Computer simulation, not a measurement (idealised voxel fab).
Process module name: voxel self aligned vias
The width of the displayed cross-section, cut, is 290 nm; its cells are square, with a size of 5 nm.
Cross-sections here: square-cell grids, written as top-down lists of bands, a band being one or more rows of cells. Within each band entry, the heights of the top and of the bottom of the band appear first, in that order and in nm; the materials of the band then follow from left to right, each with its corresponding width in nm. The designation "throughout" on a single material indicates that it fills the band from edge to edge; the designation "air" indicates empty space. Heights from 0 (as-received wafer is one material below). Bottom band endless downward, as "0 -> down". Per-row width for "30..40": begins at first number (top row of band), ends at second number (bottom row), increment between rows held constant. Key: "all unchanged" - step with no changed cell in the cross-section. The entry "Voids, sealed" lists the empty spaces that cover at least 8 cells and have no open path to the top. Each is written as width x height at distance, where the distance is measured from the left edge and all three values are in nm. after a step's settings: what the simulator itself notes on the step. "overlay nm" answers the question of how far to the right of plan the mask lay on a step that has a mask, and when it is negative the answer is to the left.
Listed below are the process steps as planned
1. RECEIVE, material Si
2. CONFORMAL_DEP, material SiO2, thk nm 15
3. CONFORMAL_DEP, material SiCN, thk nm 5
4. DIRECTIONAL_DEP, material SiO2, thk nm 20
5. MASKED_ETCH, tone open, mask id LINES, width nm 30, pitch nm 65, etch materials SiO2, depth nm 20, overlay nm 0
6. CONFORMAL_DEP, material TiN, thk nm 5
7. FILL_DEP, material Ru, thk nm 10
8. CMP, height nm 40
9. SELECTIVE_ETCH, etch materials W Ru TiN, depth nm 5
10. FILL_DEP, material SiN, thk nm 10
11. CMP, height nm 40
12. DIRECTIONAL_DEP, material SiO2, thk nm 15
13. DIRECTIONAL_DEP, material aC, thk nm 10
14. PATTERN, tone open, mask id VIAS, material resist, width nm 40, pitch nm 130, thk nm 30, overlay nm 0
15. DIRECTIONAL_ETCH, etch materials aC, depth nm 10
16. STRIP, etch materials resist
17. DIRECTIONAL_ETCH, etch materials SiO2, depth nm 15
18. DIRECTIONAL_ETCH, etch materials SiN, depth nm 5
19. STRIP, etch materials aC
20. CONFORMAL_DEP, material TiN, thk nm 5
21. FILL_DEP, material W, thk nm 10
22. CMP, height nm 55
23. CONFORMAL_DEP, material SiCN, thk nm 5
As-received wafer cross-section (after step 1)
  0 -> down: Si throughout
  Voids, sealed: none
As-planned run: cross-section of the first of two wafers at end of module
  60 -> 55: SiCN throughout
  55 -> 45: SiO2 60 nm | TiN 5 nm | W 30 nm | TiN 5 nm | SiO2 90 nm | TiN 5 nm | W 30 nm | TiN 5 nm | SiO2 60 nm
  45 -> 40: SiO2 60 nm | TiN 10 nm | W 20 nm | TiN 10 nm | SiO2 90 nm | TiN 10 nm | W 20 nm | TiN 10 nm | SiO2 60 nm
  40 -> 35: SiO2 65 nm | TiN 30 nm | SiO2 35 nm | SiN 30 nm | SiO2 35 nm | TiN 30 nm | SiO2 65 nm
  35 -> 25: SiO2 65 nm | TiN 5 nm | Ru 20 nm | TiN 5 nm | SiO2 35 nm | TiN 5 nm | Ru 20 nm | TiN 5 nm | SiO2 35 nm | TiN 5 nm | Ru 20 nm | TiN 5 nm | SiO2 65 nm
  25 -> 20: SiO2 65 nm | TiN 30 nm | SiO2 35 nm | TiN 30 nm | SiO2 35 nm | TiN 30 nm | SiO2 65 nm
  20 -> 15: SiCN throughout
  15 -> 0: SiO2 throughout
  0 -> down: Si throughout
  Voids, sealed: none
second wafer at the end: like start, like plan, one mistake
  60 -> 55: SiCN throughout
  55 -> 45: SiO2 60 nm | TiN 5 nm | W 30 nm | TiN 5 nm | SiO2 90 nm | TiN 5 nm | W 30 nm | TiN 5 nm | SiO2 60 nm
  45 -> 40: SiO2 60 nm | TiN 10 nm | W 20 nm | TiN 10 nm | SiO2 90 nm | TiN 10 nm | W 20 nm | TiN 10 nm | SiO2 60 nm
  40 -> 35: SiO2 65 nm | TiN 30 nm | SiO2 35 nm | SiN 30 nm | SiO2 35 nm | TiN 30 nm | SiO2 65 nm
  35 -> 25: SiO2 65 nm | TiN 5 nm | Ru 20 nm | TiN 5 nm | SiO2 35 nm | TiN 5 nm | Ru 20 nm | TiN 5 nm | SiO2 35 nm | TiN 5 nm | Ru 20 nm | TiN 5 nm | SiO2 65 nm
  25 -> 20: SiO2 65 nm | TiN 30 nm | SiO2 35 nm | TiN 30 nm | SiO2 35 nm | TiN 30 nm | SiO2 65 nm
  20 -> 5: SiO2 throughout
  5 -> 0: SiCN throughout
  0 -> down: Si throughout
  Voids, sealed: none
So what did we get wrong on this run? ran 2 and 3 in swapped order versus the plan
Both wafers, final: cells per material equal; arrangement not.
